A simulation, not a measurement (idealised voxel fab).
process module | voxel transistor to metal
cross-section cut | 185 nm wide | cells 5 nm
A cross-section is a grid of square cells, given in bands from the top down. A band is one or more rows of cells.
Each band's line starts with the height of the band's top and of its bottom, in nm. Then come its materials from left to right, each with its width in nm. One material with "throughout" fills the band from edge to edge. "air" is empty space.
Height 0 is the level under which the wafer as received is all one material. The lowest band goes on downwards, as in "0 down".
A width such as "30 to 40" changes by the same amount from each row of cells to the next, from the band's top row to its bottom row.
"no change" after a step means that no cell of the cross-section changed.
closed voids: empty space of 8 cells or more with no open way to the top, each as width x height at its distance from the left edge, in nm
after a step's settings: what the simulator itself notes on the step
overlay nm, on a step with a mask: how far to the right of its planned place the mask lay; to the left if negative
plan
1 op RECEIVE | material Si
2 op OXIDIZE | depth nm 5
3 op CONFORMAL_DEP | material SiN | thk nm 10
4 op DIRECTIONAL_DEP | material aC | thk nm 10
5 op PATTERN | tone cover | mask id ACTIVE | material resist | width nm 95 | thk nm 30 | overlay nm 0
6 op DIRECTIONAL_ETCH | etch materials aC | depth nm 5
7 op STRIP | etch materials resist
8 op DIRECTIONAL_ETCH | etch materials SiN | depth nm 10
9 op DIRECTIONAL_ETCH | etch materials SiO2 | depth nm 5
10 op DIRECTIONAL_ETCH | etch materials Si | depth nm 25
11 op STRIP | etch materials aC
12 op FILL_DEP | material SiO2 | thk nm 10
13 op CMP | height nm 10
14 op SELECTIVE_ETCH | etch materials SiO2 | depth nm 5
15 op STRIP | etch materials SiN
16 op SELECTIVE_ETCH | etch materials SiO2 | depth nm 5
17 op OXIDIZE | depth nm 5
18 op DIRECTIONAL_DEP | material polySi | thk nm 20
19 op DIRECTIONAL_DEP | material SiCN | thk nm 15
20 op DIRECTIONAL_DEP | material aC | thk nm 10
21 op PATTERN | tone cover | mask id GATE | material resist | width nm 25 | thk nm 30 | overlay nm 0
22 op DIRECTIONAL_ETCH | etch materials aC | depth nm 10
23 op STRIP | etch materials resist
24 op DIRECTIONAL_ETCH | etch materials SiCN | depth nm 25
25 op DIRECTIONAL_ETCH | etch materials polySi | depth nm 30
26 op STRIP | etch materials aC
27 op CONFORMAL_DEP | material SiN | thk nm 10
28 op DIRECTIONAL_ETCH | etch materials SiN | depth nm 10
29 op DIRECTIONAL_ETCH | etch materials SiO2 | depth nm 5
30 op EPI | material nSi | thk nm 5
31 op FILL_DEP | material SiO2 | thk nm 5
32 op CMP | height nm 15
33 op STRIP | etch materials polySi
34 op SELECTIVE_ETCH | etch materials SiO2 | depth nm 5
35 op CONFORMAL_DEP | material HfO2 | thk nm 5
36 op CONFORMAL_DEP | material TiN | thk nm 5
37 op FILL_DEP | material W | thk nm 10
38 op CMP | height nm 10
39 op DIRECTIONAL_DEP | material SiO2 | thk nm 15
40 op DIRECTIONAL_DEP | material aC | thk nm 10
41 op PATTERN | tone open | mask id CONTACT | material resist | width nm 15 | pitch nm 70 | thk nm 30 | overlay nm 0
42 op DIRECTIONAL_ETCH | etch materials aC | depth nm 10
43 op STRIP | etch materials resist
44 op DIRECTIONAL_ETCH | etch materials SiO2 | depth nm 30
45 op STRIP | etch materials aC
46 op CONFORMAL_DEP | material TiN | thk nm 5
47 op FILL_DEP | material W | thk nm 5
48 op CMP | height nm 25
49 op DIRECTIONAL_DEP | material TiN | thk nm 5
50 op DIRECTIONAL_DEP | material W | thk nm 15
51 op DIRECTIONAL_DEP | material aC | thk nm 15
52 op PATTERN | tone cover | mask id METAL_1 | material resist | width nm 15 | pitch nm 70 | thk nm 35 | overlay nm 0
53 op DIRECTIONAL_ETCH | etch materials aC | depth nm 15
54 op STRIP | etch materials resist
55 op DIRECTIONAL_ETCH | etch materials W | depth nm 15
56 op DIRECTIONAL_ETCH | etch materials TiN | depth nm 5
57 op STRIP | etch materials aC
58 op FILL_DEP | material lowk | thk nm 10
59 op CMP | height nm 45
60 op CONFORMAL_DEP | material SiCN | thk nm 5
61 op DIRECTIONAL_DEP | material SiO2 | thk nm 35
62 op PATTERN | tone open | mask id METAL_2 | material resist | width nm 15 | pitch nm 70 | thk nm 20 | overlay nm 0
63 op DIRECTIONAL_ETCH | etch materials SiO2 | depth nm 20
64 op STRIP | etch materials resist
65 op MASKED_ETCH | tone open | mask id METAL_2_HOLES | width nm 15 | pitch nm 70 | etch materials SiO2 | depth nm 15 | overlay nm 0
66 op MASKED_ETCH | tone open | mask id METAL_2_HOLES | width nm 15 | pitch nm 70 | etch materials SiCN | depth nm 5 | overlay nm 0
67 op CONFORMAL_DEP | material TiN | thk nm 5
68 op FILL_DEP | material Cu | thk nm 10
69 op CMP | height nm 85
70 op CONFORMAL_DEP | material SiCN | thk nm 5
varied across the wafers: depth nm of step 6. The plan shows the first wafer's value. All wafers start alike
first wafer as received, after step 1
  0 down: Si throughout
  closed voids: none
each wafer at the end: cells of each material gained (+) or lost (-) since it was received, then its closed voids
depth nm 5 | +14 Cu | +13 HfO2 | -74 Si | +68 SiCN | +12 SiN | +378 SiO2 | +73 TiN | +30 W | +124 lowk | +28 nSi | closed voids: none
depth nm 10 | +14 Cu | +13 HfO2 | -146 Si | +68 SiCN | +16 SiN | +466 SiO2 | +73 TiN | +30 W | +124 lowk | +8 nSi | closed voids: none
depth nm 15 | +14 Cu | +13 HfO2 | -146 Si | +68 SiCN | +16 SiN | +466 SiO2 | +73 TiN | +30 W | +124 lowk | +8 nSi | closed voids: none
depth nm 20 | +14 Cu | +13 HfO2 | -146 Si | +68 SiCN | +16 SiN | +466 SiO2 | +73 TiN | +30 W | +124 lowk | +8 nSi | closed voids: none
depth nm 25 | +14 Cu | +13 HfO2 | -146 Si | +68 SiCN | +16 SiN | +466 SiO2 | +73 TiN | +30 W | +124 lowk | +8 nSi | closed voids: none
